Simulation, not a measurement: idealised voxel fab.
Process module under the name voxel gate over fins
For reference, the cross-section in this document is cut, with width 275 nm and square cells of 5 nm.
For the purposes of this document, a cross-section shall be understood as a grid of square cells, specified as bands listed in top-to-bottom order, each band consisting of one or more rows of cells. Within each band entry, the heights of the top and of the bottom of the band appear first, in that order and in nm; the materials of the band then follow from left to right, each with its corresponding width in nm. The designation "throughout" on a single material indicates that it fills the band from edge to edge; the designation "empty" indicates empty space. The level at which height equals 0 is the one under which the wafer, as it arrives, is entirely one material. No lower edge exists for the bottom band, which continues downward and is notated as in "0 down". The width entry "30..40" should be interpreted row by row: the top row of cells in the band takes the first number, the bottom row takes the second number, and the change between adjacent rows is uniform throughout. Key: "no change occurred" - step with no changed cell in the cross-section. The entry "Cavities, sealed" lists the empty spaces that cover at least 8 cells and have no open path to the top. Each is written as width x height at distance, where the distance is measured from the left edge and all three values are in nm. after a step's settings: what the simulator itself notes on the step. overlay nm: mask right of planned place by this much (step with mask). Neg. = left.
The process steps that were planned are listed below
1: RECEIVE: material Si
2: CONFORMAL_DEP: material SiN, thk nm 10
3: MASKED_ETCH: tone cover, mask id FINS, width nm 15, pitch nm 55, etch materials SiN, depth nm 10, overlay nm 0
4: MASKED_ETCH: tone cover, mask id FINS, width nm 15, pitch nm 55, etch materials Si, depth nm 35, overlay nm 0
5: FILL_DEP: material SiO2, thk nm 10
6: CMP: height nm 10
7: PATTERN: tone open, mask id RAIL, material resist, width nm 15, thk nm 15, overlay nm 0
8: DIRECTIONAL_ETCH: etch materials SiO2, depth nm 40
9: STRIP: etch materials resist
10: CONFORMAL_DEP: material TiN, thk nm 5
11: FILL_DEP: material W, thk nm 10
12: CMP: height nm 10
13: SELECTIVE_ETCH: etch materials W Ru TiN, depth nm 30
14: FILL_DEP: material SiO2, thk nm 5
15: CMP: height nm 10
16: SELECTIVE_ETCH: etch materials SiO2, depth nm 25
17: STRIP: etch materials SiN
18: CONFORMAL_DEP: material HfO2, thk nm 5
19: CONFORMAL_DEP: material TiN, thk nm 5
20: CONFORMAL_DEP: material TiAl, thk nm 5
21: CONFORMAL_DEP: material TiN, thk nm 5
22: FILL_DEP: material W, thk nm 10
23: CMP: height nm 25
24: CONFORMAL_DEP: material SiN, thk nm 10
Cross-section of the wafer as it came to us, i.e., already through step 1
  0 down: Si throughout
  Cavities, sealed: none
End-of-module cross-section of the first of two wafers, processed as planned
  35 to 25: SiN throughout
  25 to 20: W throughout
  20 to 15: W (80) | TiN (110) | W (85)
  15 to 10: W (80) | TiN (5) | TiAl (45) | TiN (10) | TiAl (45) | TiN (5) | W (85)
  10 to 5: W (80) | TiN (5) | TiAl (5) | TiN (35) | TiAl (5) | TiN (10) | TiAl (5) | TiN (35) | TiAl (5) | TiN (5) | W (85)
  5 to 0: TiN (85) | TiAl (5) | TiN (5) | HfO2 (25) | TiN (5) | TiAl (5) | TiN (10) | TiAl (5) | TiN (5) | HfO2 (25) | TiN (5) | TiAl (5) | TiN (90)
  0 to -5: TiAl (90) | TiN (5) | HfO2 (5) | Si (15) | HfO2 (5) | TiN (5) | TiAl (20) | TiN (5) | HfO2 (5) | Si (15) | HfO2 (5) | TiN (5) | TiAl (95)
  -5 to -10: TiN (95) | HfO2 (5) | Si (15) | HfO2 (5) | TiN (30) | HfO2 (5) | Si (15) | HfO2 (5) | TiN (100)
  -10 to -15: HfO2 (100) | Si (15) | HfO2 (40) | Si (15) | HfO2 (105)
  -15 to -20: SiO2 (100) | Si (15) | SiO2 (40) | Si (15) | SiO2 (105)
  -20 to -25: SiO2 (100) | Si (15) | SiO2 (10) | TiN (5) | W (5) | TiN (5) | SiO2 (15) | Si (15) | SiO2 (105)
  -25 to -30: SiO2 (100) | Si (15) | SiO2 (10) | TiN (15) | SiO2 (15) | Si (15) | SiO2 (105)
  -30 to -35: SiO2 (100) | Si (15) | SiO2 (40) | Si (15) | SiO2 (105)
  -35 down: Si throughout
  Cavities, sealed: none
Wafer two, end of module, cross-section. Same start, same plan as wafer one. One mistake in the run
  35 to 25: SiN throughout
  25 to 20: W throughout
  20 to 15: W (80) | TiN (110) | W (85)
  15 to 10: W (80) | TiN (5) | TiAl (45) | TiN (10) | TiAl (45) | TiN (5) | W (85)
  10 to 5: W (80) | TiN (5) | TiAl (5) | TiN (35) | TiAl (5) | TiN (10) | TiAl (5) | TiN (35) | TiAl (5) | TiN (5) | W (85)
  5 to 0: TiN (85) | TiAl (5) | TiN (5) | HfO2 (25) | TiN (5) | TiAl (5) | TiN (10) | TiAl (5) | TiN (5) | HfO2 (25) | TiN (5) | TiAl (5) | TiN (90)
  0 to -5: TiAl (90) | TiN (5) | HfO2 (5) | Si (15) | HfO2 (5) | TiN (5) | TiAl (20) | TiN (5) | HfO2 (5) | Si (15) | HfO2 (5) | TiN (5) | TiAl (95)
  -5 to -10: TiN (95) | HfO2 (5) | Si (15) | HfO2 (5) | TiN (30) | HfO2 (5) | Si (15) | HfO2 (5) | TiN (100)
  -10 to -15: HfO2 (100) | Si (15) | HfO2 (40) | Si (15) | HfO2 (105)
  -15 to -20: SiO2 (100) | Si (15) | SiO2 (40) | Si (15) | SiO2 (105)
  -20 to -25: W (95) | TiN (5) | Si (15) | TiN (10) | SiO2 (15) | TiN (5) | W (5) | TiN (5) | Si (15) | TiN (5) | W (100)
  -25 to -30: TiN (100) | Si (15) | TiN (10) | SiO2 (15) | TiN (15) | Si (15) | TiN (105)
  -30 to -35: SiO2 (100) | Si (15) | SiO2 (40) | Si (15) | SiO2 (105)
  -35 down: Si throughout
  Cavities, sealed: none
The mistake made against the process plan was this: step 7 ran with different settings than intended, the actual operation and settings being PATTERN: tone cover, mask id RAIL, material resist, width nm 15, thk nm 15, overlay nm 0
Final cells, second wafer relative to first, materials higher or lower: SiO2: 86 fewer; TiN: 47 more; W: 39 more
